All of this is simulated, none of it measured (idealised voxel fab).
You're looking at the process module voxel self aligned contacts.
The figure presents cross-section cut, which has a width of 290 nm and is divided into square cells with an edge length of 5 nm.
A cross-section in this document is a grid of square cells, and it is written down as bands, the top band listed before the ones below it; a band is made up of one or more rows of cells.
In this notation a band is specified by the heights of its top and bottom, in that order and in nm, after which its materials appear from left to right, each paired with its width in nm. The word "throughout" attached to a single material means that material fills the band from edge to edge; the word "empty" stands for empty space.
Counting heights begins at 0, where everything beneath is, in the wafer as received, one material. The lowest band has no bottom; it goes on downwards, as "0 down" shows.
When a width is written as two numbers, as in "30..40", the first number is the width in the top row of cells of the band and the second is the width in its bottom row, and the width changes by the same amount from each row to the next.
Any step labelled "all unchanged" changed none of the cells in the cross-section.
"Voids, enclosed" - sealed voids, min. 8 cells, no opening to top; format: width x height at distance (distance from left edge; nm throughout).
Anything after a step's settings on that line? It's the simulator's own note about the step.
Among the settings permitted on a step's line is "overlay nm"; applied to a step with a mask, it specifies the extent to which the mask lay to the right of its planned position, whereas a negative figure signifies a position to the left.

## The process steps that were planned are listed below
step 1: op RECEIVE | material Si
step 2: op CONFORMAL_DEP | material SiO2 | thk nm 5
step 3: op DIRECTIONAL_DEP | material polySi | thk nm 25
step 4: op DIRECTIONAL_DEP | material SiN | thk nm 20
step 5: op DIRECTIONAL_DEP | material aC | thk nm 15
step 6: op PATTERN | tone cover | mask id GATE | material resist | width nm 30 | pitch nm 75 | thk nm 30 | overlay nm 0
step 7: op DIRECTIONAL_ETCH | etch materials aC | depth nm 15
step 8: op STRIP | etch materials resist
step 9: op DIRECTIONAL_ETCH | etch materials SiN | depth nm 20
step 10: op DIRECTIONAL_ETCH | etch materials polySi | depth nm 25
step 11: op STRIP | etch materials aC
step 12: op CONFORMAL_DEP | material SiN | thk nm 5
step 13: op DIRECTIONAL_ETCH | etch materials SiN | depth nm 10
step 14: op FILL_DEP | material SiO2 | thk nm 10
step 15: op CMP | height nm 55
step 16: op MASKED_ETCH | tone open | mask id CONTACT | width nm 55 | pitch nm 75 | etch materials SiO2 | depth nm 55 | overlay nm 0
step 17: op CONFORMAL_DEP | material TiN | thk nm 5
step 18: op FILL_DEP | material W | thk nm 5
step 19: op CMP | height nm 55
step 20: op CONFORMAL_DEP | material SiN | thk nm 5
Keep in mind the plan's value for the thk nm of step 12 comes from the first wafer; the wafers don't share that setting, but they do share the same starting point.

## As received, i.e. after step 1: cross-section through the first of several wafers
	0 down: Si throughout
	Voids, enclosed: none

## End-of-module cross-section, first of several wafers, after last step 20
	60 to 55: SiN throughout
	55 to 45: SiO2 80 nm / TiN 5..15 nm / W 45..25 nm / TiN 5..15 nm / SiO2 20 nm / TiN 5..15 nm / W 45..25 nm / TiN 5..15 nm / SiO2 80 nm
	45 to 30: SiO2 50 nm / SiN 40 nm / TiN 5 nm / W 25 nm / TiN 5 nm / SiN 40 nm / TiN 5 nm / W 25 nm / TiN 5 nm / SiN 40 nm / SiO2 50 nm
	30 to 5: SiO2 50 nm / SiN 5 nm / polySi 30 nm / SiN 5 nm / TiN 5 nm / W 25 nm / TiN 5 nm / SiN 5 nm / polySi 30 nm / SiN 5 nm / TiN 5 nm / W 25 nm / TiN 5 nm / SiN 5 nm / polySi 30 nm / SiN 5 nm / SiO2 50 nm
	5 to 0: SiO2 90 nm / TiN 35 nm / SiO2 40 nm / TiN 35 nm / SiO2 90 nm
	0 down: Si throughout
	Voids, enclosed: none

## Last wafer, end of module, cross-section
	60 to 55: SiN throughout
	55 to 30: SiO2 30 nm / SiN 230 nm / SiO2 30 nm
	30 to 20: SiO2 30 nm / SiN 25 nm / polySi 30 nm / SiN 45 nm / polySi 30 nm / SiN 45 nm / polySi 30 nm / SiN 25 nm / SiO2 30 nm
	20 to 5: SiN 55 nm / polySi 30 nm / SiN 45 nm / polySi 30 nm / SiN 45 nm / polySi 30 nm / SiN 55 nm
	5 to 0: SiO2 throughout
	0 down: Si throughout
	Voids, enclosed: none

## The table below has one row for each wafer; a row shows, as of the end of the module, how many cells of each material the wafer has gained, marked (+), or lost, marked (-), since it was received, and then the wafer's closed voids
thk nm 5; +160 SiN; +276 SiO2; +62 TiN; +108 W; +90 polySi; Voids, enclosed: none
thk nm 10; +238 SiN; +246 SiO2; +62 TiN; +60 W; +90 polySi; Voids, enclosed: none
thk nm 15; +350 SiN; +202 SiO2; +38 TiN; +16 W; +90 polySi; Voids, enclosed: none
thk nm 20; +420 SiN; +170 SiO2; +16 TiN; +90 polySi; Voids, enclosed: none
thk nm 25; +464 SiN; +142 SiO2; +90 polySi; Voids, enclosed: none
